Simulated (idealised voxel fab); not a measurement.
The process module that follows is named voxel capacitor over wiring.
Square cells of 5 nm make up the cross-section cut, whose width is 190 nm.
Cross-section spec: square-cell grid; bands listed top down; each band is one or more rows. It is stipulated that each band's entry specify, in nanometres, the height of the top of the band and then that of its bottom, followed by the materials of the band in left-to-right sequence, each together with its width in nanometres. A single material marked by the word "throughout" is understood to fill the band from edge to edge; the word "blank" is understood to denote empty space. Where do heights start? At 0: under that level the wafer as delivered is made of one material only. And the lowest band has no floor; it just carries on downward, as in "0 nm and below". When a width is written as two numbers, as in "30->40", the first number is the width in the top row of cells of the band and the second is the width in its bottom row, and the width changes by the same amount from each row to the next. It should be understood that the words "remained the same", when stated for a given step, signify that the cross-section underwent no change in any of its cells during that step. In "Cavities, sealed" the enclosed voids are listed, meaning empty spaces of 8 cells or larger without any opening to the top. The form is width x height at distance, distance from the left edge, units nm. That trailing text on a step's line, after the settings, is the simulator's own remark on the step. A step line may carry the setting "overlay nm", which, for steps involving a mask, states the distance by which the mask lay to the right of its intended position; negative values denote displacement to the left.

# The following list gives the planned process steps
step 1: RECEIVE with material Si
step 2: CONFORMAL_DEP with material SiO2, thk nm 15
step 3: CONFORMAL_DEP with material SiCN, thk nm 5
step 4: DIRECTIONAL_DEP with material lowk, thk nm 20
step 5: PATTERN with tone open, mask id METAL_1, material resist, width nm 30, pitch nm 95, thk nm 15, overlay nm 0
step 6: DIRECTIONAL_ETCH with etch materials lowk, depth nm 20
step 7: DIRECTIONAL_ETCH with etch materials SiCN, depth nm 5
step 8: STRIP with etch materials resist
step 9: CONFORMAL_DEP with material TiN, thk nm 5
step 10: FILL_DEP with material Ru, thk nm 5
step 11: CMP with height nm 40
step 12: EPI with material Ru, thk nm 5
step 13: FILL_DEP with material SiCN, thk nm 5
step 14: DIRECTIONAL_DEP with material SiO2, thk nm 10
step 15: PATTERN with tone open, mask id PLUG_1, material resist, width nm 15, thk nm 15, overlay nm 0
step 16: DIRECTIONAL_ETCH with etch materials SiO2, depth nm 10
step 17: DIRECTIONAL_ETCH with etch materials SiCN, depth nm 5
step 18: STRIP with etch materials resist
step 19: EPI with material Ru, thk nm 10
step 20: EPI with material Ru, thk nm 5
step 21: DIRECTIONAL_DEP with material TiN, thk nm 10
step 22: DIRECTIONAL_DEP with material HfO2, thk nm 5
step 23: DIRECTIONAL_DEP with material TiN, thk nm 5
step 24: PATTERN with tone cover, mask id UPPER_PLATE, material resist, width nm 70, thk nm 15, overlay nm 0
step 25: DIRECTIONAL_ETCH with etch materials TiN, depth nm 5
step 26: DIRECTIONAL_ETCH with etch materials HfO2, depth nm 5
step 27: STRIP with etch materials resist
step 28: MASKED_ETCH with tone cover, mask id LOWER_PLATE, width nm 80, etch materials TiN, depth nm 10, overlay nm 0
step 29: FILL_DEP with material SiO2, thk nm 15
step 30: CMP with height nm 90
step 31: DIRECTIONAL_DEP with material aC, thk nm 15
step 32: PATTERN with tone open, mask id PLUG_2, material resist, width nm 15, thk nm 35, overlay nm 0
step 33: DIRECTIONAL_ETCH with etch materials aC, depth nm 15
step 34: STRIP with etch materials resist
step 35: DIRECTIONAL_ETCH with etch materials SiO2, depth nm 10
step 36: STRIP with etch materials aC
step 37: CONFORMAL_DEP with material TiN, thk nm 5
step 38: FILL_DEP with material Ru, thk nm 5
step 39: CMP with height nm 90
step 40: CONFORMAL_DEP with material SiCN, thk nm 5

# Cross-sectional view of the wafer in its as-received condition, corresponding to the state after step 1
0 nm and below = Si throughout
Cavities, sealed: none

# End-of-module cross-section. Starting structure and process plan as above; one mistake made in running it
95 nm to 90 nm = SiCN throughout
90 nm to 85 nm = 55 of SiO2, 5 of TiN, 5 of Ru, 5 of TiN, 120 of SiO2
85 nm to 75 nm = 55->45 of SiO2, 15->70 of TiN, 120->75 of SiO2
75 nm to 70 nm = 45 of SiO2, 70 of HfO2, 75 of SiO2
70 nm to 60 nm = 35 of SiO2, 80 of TiN, 75 of SiO2
60 nm to 50 nm = 45 of SiO2, 15 of Ru, 130 of SiO2
50 nm to 45 nm = 45 of SiCN, 15 of Ru, 130 of SiCN
45 nm to 40 nm = 25 of SiCN, 40 of Ru, 55 of SiCN, 40 of Ru, 30 of SiCN
40 nm to 20 nm = 30 of lowk, 5 of TiN, 20 of Ru, 5 of TiN, 65 of lowk, 5 of TiN, 20 of Ru, 5 of TiN, 35 of lowk
20 nm to 15 nm = 30 of SiCN, 30 of TiN, 65 of SiCN, 30 of TiN, 35 of SiCN
15 nm to 0 nm = SiO2 throughout
0 nm and below = Si throughout
Cavities, sealed: none
Finding, execution versus plan: not per plan at step 28, really ran MASKED_ETCH with tone cover, mask id LOWER_PLATE, width nm 80, etch materials TiN, depth nm 10, overlay nm -5
